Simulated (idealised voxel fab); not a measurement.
process module | voxel self aligned vias
cross-section cut | 250 nm wide | cells 5 nm
A cross-section is a grid of square cells, given in bands from the top down. A band is one or more rows of cells.
Each band's line starts with the height of the band's top and of its bottom, in nm. Then come its materials from left to right, each with its width in nm. One material with "throughout" fills the band from edge to edge. "air" is empty space.
Height 0 is the level under which the wafer as received is all one material. The lowest band goes on downwards, as in "0 down".
A width such as "30 to 40" changes by the same amount from each row of cells to the next, from the band's top row to its bottom row.
"no change" after a step means that no cell of the cross-section changed.
closed voids: empty space of 8 cells or more with no open way to the top, each as width x height at its distance from the left edge, in nm
after a step's settings: what the simulator itself notes on the step
overlay nm, on a step with a mask: how far to the right of its planned place the mask lay; to the left if negative
plan
1 op RECEIVE | material Si
2 op CONFORMAL_DEP | material SiO2 | thk nm 10
3 op CONFORMAL_DEP | material SiCN | thk nm 5
4 op DIRECTIONAL_DEP | material lowk | thk nm 30
5 op DIRECTIONAL_DEP | material aC | thk nm 10
6 op PATTERN | tone open | mask id LINES | material resist | width nm 15 | pitch nm 70 | thk nm 25 | overlay nm 0
7 op DIRECTIONAL_ETCH | etch materials aC | depth nm 10
8 op STRIP | etch materials resist
9 op DIRECTIONAL_ETCH | etch materials lowk | depth nm 30
10 op STRIP | etch materials aC
11 op CONFORMAL_DEP | material TiN | thk nm 5
12 op FILL_DEP | material Ru | thk nm 10
13 op CMP | height nm 45
14 op SELECTIVE_ETCH | etch materials W Ru TiN | depth nm 10
15 op FILL_DEP | material SiN | thk nm 10
16 op CMP | height nm 45
17 op DIRECTIONAL_DEP | material lowk | thk nm 15
18 op DIRECTIONAL_DEP | material aC | thk nm 10
19 op PATTERN | tone open | mask id VIAS | material resist | width nm 40 | pitch nm 70 | thk nm 25 | overlay nm 0
20 op DIRECTIONAL_ETCH | etch materials aC | depth nm 10
21 op STRIP | etch materials resist
22 op DIRECTIONAL_ETCH | etch materials lowk | depth nm 15
23 op DIRECTIONAL_ETCH | etch materials SiN | depth nm 10
24 op STRIP | etch materials aC
25 op CONFORMAL_DEP | material TiN | thk nm 5
26 op FILL_DEP | material Ru | thk nm 5
27 op CMP | height nm 60
28 op CONFORMAL_DEP | material SiCN | thk nm 5
varied across the wafers: width nm of step 6. The plan shows the first wafer's value. All wafers start alike
first wafer as received, after step 1
  0 down: Si throughout
  closed voids: none
first wafer at the end, after step 28
  65 to 60: SiCN throughout
  60 to 50: lowk 70 | TiN 5 | Ru 30 | TiN 5 | lowk 30 | TiN 5 | Ru 30 | TiN 5 | lowk 70
  50 to 40: lowk 70 to 85 | TiN 20 to 5 | Ru 5 | TiN 15 to 5 | lowk 30 to 55 | TiN 20 to 5 | Ru 5 | TiN 15 to 5 | lowk 70 to 80
  40 to 35: lowk 85 | TiN 15 | lowk 55 | TiN 15 | lowk 80
  35 to 20: lowk 85 | TiN 5 | Ru 5 | TiN 5 | lowk 55 | TiN 5 | Ru 5 | TiN 5 | lowk 80
  20 to 15: lowk 85 | TiN 15 | lowk 55 | TiN 15 | lowk 80
  15 to 10: SiCN throughout
  10 to 0: SiO2 throughout
  0 down: Si throughout
  closed voids: none
last wafer at the end
  65 to 60: SiCN throughout
  60 to 50: lowk 70 | TiN 5 | Ru 30 | TiN 5 | lowk 30 | TiN 5 | Ru 30 | TiN 5 | lowk 70
  50 to 40: lowk 70 to 75 | TiN 10 to 5 | Ru 25 | TiN 5 | lowk 30 to 35 | TiN 10 to 5 | Ru 25 | TiN 5 | lowk 70
  40 to 35: lowk 75 | TiN 35 | lowk 35 | TiN 35 | lowk 70
  35 to 20: lowk 75 | TiN 5 | Ru 25 | TiN 5 | lowk 35 | TiN 5 | Ru 25 | TiN 5 | lowk 70
  20 to 15: lowk 75 | TiN 35 | lowk 35 | TiN 35 | lowk 70
  15 to 10: SiCN throughout
  10 to 0: SiO2 throughout
  0 down: Si throughout
  closed voids: none
each wafer at the end: cells of each material gained (+) or lost (-) since it was received, then its closed voids
width nm 15 | +34 Ru | +100 SiCN | +100 SiO2 | +50 TiN | +366 lowk | closed voids: none
width nm 20 | +44 Ru | +100 SiCN | +100 SiO2 | +52 TiN | +354 lowk | closed voids: none
width nm 25 | +54 Ru | +100 SiCN | +100 SiO2 | +54 TiN | +342 lowk | closed voids: none
width nm 30 | +64 Ru | +100 SiCN | +100 SiO2 | +56 TiN | +330 lowk | closed voids: none
width nm 35 | +74 Ru | +100 SiCN | +100 SiO2 | +58 TiN | +318 lowk | closed voids: none
